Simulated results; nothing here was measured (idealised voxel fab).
process module | voxel released beams
cross-section cut | 210 nm wide | cells 5 nm
A cross-section is a grid of square cells, given in bands from the top down. A band is one or more rows of cells.
Each band's line starts with the height of the band's top and of its bottom, in nm. Then come its materials from left to right, each with its width in nm. One material with "throughout" fills the band from edge to edge. "air" is empty space.
Height 0 is the level under which the wafer as received is all one material. The lowest band goes on downwards, as in "0 down".
A width such as "30 to 40" changes by the same amount from each row of cells to the next, from the band's top row to its bottom row.
"no change" after a step means that no cell of the cross-section changed.
closed voids: empty space of 8 cells or more with no open way to the top, each as width x height at its distance from the left edge, in nm
after a step's settings: what the simulator itself notes on the step
overlay nm, on a step with a mask: how far to the right of its planned place the mask lay; to the left if negative
plan
1 op RECEIVE | material Si
2 op CONFORMAL_DEP | material Al2O3 | thk nm 10
3 op DIRECTIONAL_DEP | material SiO2 | thk nm 15
4 op MASKED_ETCH | tone open | mask id ANCHOR | width nm 40 | etch materials SiO2 | depth nm 15 | overlay nm 0
5 op CONFORMAL_DEP | material SiN | thk nm 15
6 op MASKED_ETCH | tone cover | mask id BEAM | width nm 125 | etch materials SiN | depth nm 15 | overlay nm 0
7 op STRIP | etch materials SiO2
first wafer, as planned
as received, after step 1
  0 down: Si throughout
  closed voids: none
after step 2
  10 to 0: Al2O3 throughout
  below 0: unchanged
after step 3
  25 to 10: SiO2 throughout
  below 10: unchanged
after step 4
  25 to 10: SiO2 45 | air 40 | SiO2 125
  below 10: unchanged
after step 5
  40 to 25: SiN 60 | air 10 | SiN 140
  25 to 10: SiO2 45 | SiN 40 | SiO2 125
  below 10: unchanged
after step 6
  40 to 25: air 40 | SiN 20 | air 10 | SiN 95 | air 45
  below 25: unchanged
after step 7
  40 to 25: air 40 | SiN 20 | air 10 | SiN 95 | air 45
  25 to 10: air 45 | SiN 40 | air 125
  below 10: unchanged
second wafer: like start, like plan, one mistake. Through step 5 it matches the first wafer
when step 6 should have ended
  40 to 25: SiN 40 | air 125 | SiN 45
  25 to 10: SiO2 45 | SiN 15 | air 10 | SiN 15 | SiO2 125
  below 10: unchanged
when step 7 should have ended
  25 to 10: air 45 | SiN 15 | air 10 | SiN 15 | air 125
  below 10: unchanged
what went wrong: step 6 ran as: op MASKED_ETCH | tone open | mask id BEAM | width nm 125 | etch materials SiN | depth nm 15 | overlay nm 0
at the end the second wafer has, in cells: 75 fewer of SiN
